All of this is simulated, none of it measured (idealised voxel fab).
Proc. module: voxel wiring stack
Pictured: cross-section cut, 205 nm wide, on a grid of 5 nm square cells.
Each cross-section below is a grid of square cells, stated as bands in top-down order, with one or more rows of cells making up each band. Band: top and bottom heights (nm) first, top before bottom; then materials from left to right, widths in nm. "everywhere" marks a sole material filling the band edge to edge. "empty" denotes empty space. Heights are measured from 0, the level below which the as-received wafer is all one material; the lowest band has no bottom and continues downward, written as in "0 down". A width given as "30->40" starts at the first number in the band's top row and ends at the second number in its bottom row, shifting by an equal amount at every step from row to row. Key: "same as before" - step with no changed cell in the cross-section. The entry titled "Enclosed void catalog" provides the empty spaces that have no open way to the top, restricted to those of 8 cells or more. Each is presented as width x height at distance, the distance being measured from the left edge, with all three in nm. Where a step's line continues beyond its settings, the continuation is a remark by the simulator itself on that step. "overlay nm" denotes, for a step that has a mask, the displacement of the mask to the right of its planned place, with negative values corresponding to the left.

[These are the steps we planned for the process]
1 RECEIVE | material Si
2 CONFORMAL_DEP | material SiO2 | thk nm 10
3 DIRECTIONAL_DEP | material TiN | thk nm 5
4 DIRECTIONAL_DEP | material Ru | thk nm 15
5 MASKED_ETCH | tone cover | mask id METAL_1 | width nm 25 | pitch nm 45 | etch materials Ru | depth nm 15 | overlay nm 0
6 MASKED_ETCH | tone cover | mask id METAL_1 | width nm 25 | pitch nm 45 | etch materials TiN | depth nm 5 | overlay nm 0
7 FILL_DEP | material lowk | thk nm 5
8 CMP | height nm 30
9 CONFORMAL_DEP | material SiCN | thk nm 5
10 DIRECTIONAL_DEP | material lowk | thk nm 35
11 DIRECTIONAL_DEP | material aC | thk nm 15
12 PATTERN | tone open | mask id METAL_2_HOLES | material resist | width nm 15 | pitch nm 45 | thk nm 30 | overlay nm 0
13 DIRECTIONAL_ETCH | etch materials aC | depth nm 15
14 STRIP | etch materials resist
15 DIRECTIONAL_ETCH | etch materials lowk | depth nm 35
16 STRIP | etch materials aC
17 PATTERN | tone open | mask id METAL_2 | material resist | width nm 25 | pitch nm 45 | thk nm 20 | overlay nm 0
18 DIRECTIONAL_ETCH | etch materials lowk | depth nm 20
19 DIRECTIONAL_ETCH | etch materials SiCN | depth nm 5
20 STRIP | etch materials resist
21 CONFORMAL_DEP | material TiN | thk nm 5
22 FILL_DEP | material Cu | thk nm 5
23 CMP | height nm 70
24 CONFORMAL_DEP | material SiCN | thk nm 5
25 DIRECTIONAL_DEP | material lowk | thk nm 20
26 PATTERN | tone open | mask id PLUG_2 | material resist | width nm 15 | pitch nm 90 | thk nm 15 | overlay nm 0
27 DIRECTIONAL_ETCH | etch materials lowk | depth nm 20
28 DIRECTIONAL_ETCH | etch materials SiCN | depth nm 5
29 STRIP | etch materials resist
30 CONFORMAL_DEP | material TiN | thk nm 5
31 FILL_DEP | material W | thk nm 10
32 CMP | height nm 95
33 DIRECTIONAL_DEP | material TiN | thk nm 5
34 DIRECTIONAL_DEP | material W | thk nm 15
35 MASKED_ETCH | tone cover | mask id METAL_3 | width nm 25 | pitch nm 45 | etch materials W | depth nm 15 | overlay nm 0
36 MASKED_ETCH | tone cover | mask id METAL_3 | width nm 25 | pitch nm 45 | etch materials TiN | depth nm 5 | overlay nm 0
37 CONFORMAL_DEP | material SiN | thk nm 5
38 FILL_DEP | material SiO2 | thk nm 5
39 CMP | height nm 115
40 CONFORMAL_DEP | material SiCN | thk nm 5

[As-received state of the wafer in cross-section, equivalent to post-step 1]
- 0 down = Si everywhere
- Enclosed void catalog: none

[First of two wafers, end-of-module section, run followed plan]
- 120 to 115 = SiCN everywhere
- 115 to 100 = SiO2: 15; SiN: 5; W: 25; SiN: 5; SiO2: 10; SiN: 5; W: 25; SiN: 5; SiO2: 10; SiN: 5; W: 25; SiN: 5; SiO2: 10; SiN: 5; W: 25; SiN: 5; SiO2: 20
- 100 to 95 = SiN: 20; TiN: 25; SiN: 20; TiN: 25; SiN: 20; TiN: 25; SiN: 20; TiN: 25; SiN: 25
- 95 to 75 = lowk: 20; TiN: 5; W: 5; TiN: 5; lowk: 75; TiN: 5; W: 5; TiN: 5; lowk: 80
- 75 to 70 = SiCN: 20; TiN: 15; SiCN: 75; TiN: 15; SiCN: 80
- 70 to 55 = lowk: 20; TiN: 5; Cu: 15; TiN: 5; lowk: 20; TiN: 5; Cu: 15; TiN: 5; lowk: 20; TiN: 5; Cu: 15; TiN: 5; lowk: 20; TiN: 5; Cu: 15; TiN: 5; lowk: 25
- 55 to 50 = lowk: 20; TiN: 5; Cu: 5; TiN: 15; lowk: 20; TiN: 5; Cu: 5; TiN: 15; lowk: 20; TiN: 5; Cu: 5; TiN: 15; lowk: 20; TiN: 5; Cu: 5; TiN: 15; lowk: 25
- 50 to 35 = lowk: 20; TiN: 5; Cu: 5; TiN: 5; lowk: 30; TiN: 5; Cu: 5; TiN: 5; lowk: 30; TiN: 5; Cu: 5; TiN: 5; lowk: 30; TiN: 5; Cu: 5; TiN: 5; lowk: 35
- 35 to 30 = SiCN: 20; TiN: 15; SiCN: 30; TiN: 15; SiCN: 30; TiN: 15; SiCN: 30; TiN: 15; SiCN: 35
- 30 to 15 = lowk: 20; Ru: 25; lowk: 20; Ru: 25; lowk: 20; Ru: 25; lowk: 20; Ru: 25; lowk: 25
- 15 to 10 = lowk: 20; TiN: 25; lowk: 20; TiN: 25; lowk: 20; TiN: 25; lowk: 20; TiN: 25; lowk: 25
- 10 to 0 = SiO2 everywhere
- 0 down = Si everywhere
- Enclosed void catalog: none

[Cross-section of the latter of the two wafers at module completion. It had an identical start and an identical plan to the former; in running it, one mistake was made]
- 120 to 115 = SiCN everywhere
- 115 to 100 = SiO2: 15; SiN: 5; W: 25; SiN: 5; SiO2: 10; SiN: 5; W: 25; SiN: 5; SiO2: 10; SiN: 5; W: 25; SiN: 5; SiO2: 10; SiN: 5; W: 25; SiN: 5; SiO2: 20
- 100 to 95 = SiN: 20; TiN: 25; SiN: 20; TiN: 25; SiN: 20; TiN: 25; SiN: 20; TiN: 25; SiN: 25
- 95 to 75 = lowk: 20; TiN: 5; W: 5; TiN: 5; lowk: 75; TiN: 5; W: 5; TiN: 5; lowk: 80
- 75 to 70 = SiCN: 20; TiN: 15; SiCN: 75; TiN: 15; SiCN: 80
- 70 to 35 = lowk: 20; TiN: 5; Cu: 15; TiN: 5; lowk: 20; TiN: 5; Cu: 15; TiN: 5; lowk: 20; TiN: 5; Cu: 15; TiN: 5; lowk: 20; TiN: 5; Cu: 15; TiN: 5; lowk: 25
- 35 to 30 = SiCN: 20; TiN: 25; SiCN: 20; TiN: 25; SiCN: 20; TiN: 25; SiCN: 20; TiN: 25; SiCN: 25
- 30 to 15 = lowk: 20; Ru: 25; lowk: 20; Ru: 25; lowk: 20; Ru: 25; lowk: 20; Ru: 25; lowk: 25
- 15 to 10 = lowk: 20; TiN: 25; lowk: 20; TiN: 25; lowk: 20; TiN: 25; lowk: 20; TiN: 25; lowk: 25
- 10 to 0 = SiO2 everywhere
- 0 down = Si everywhere
- Enclosed void catalog: none
What went wrong in running the wafer? plan step 18 was twice executed
End check, counted in cells, second wafer has more or fewer of these materials than the first: 32 more of Cu; 8 fewer of SiCN; 24 fewer of lowk
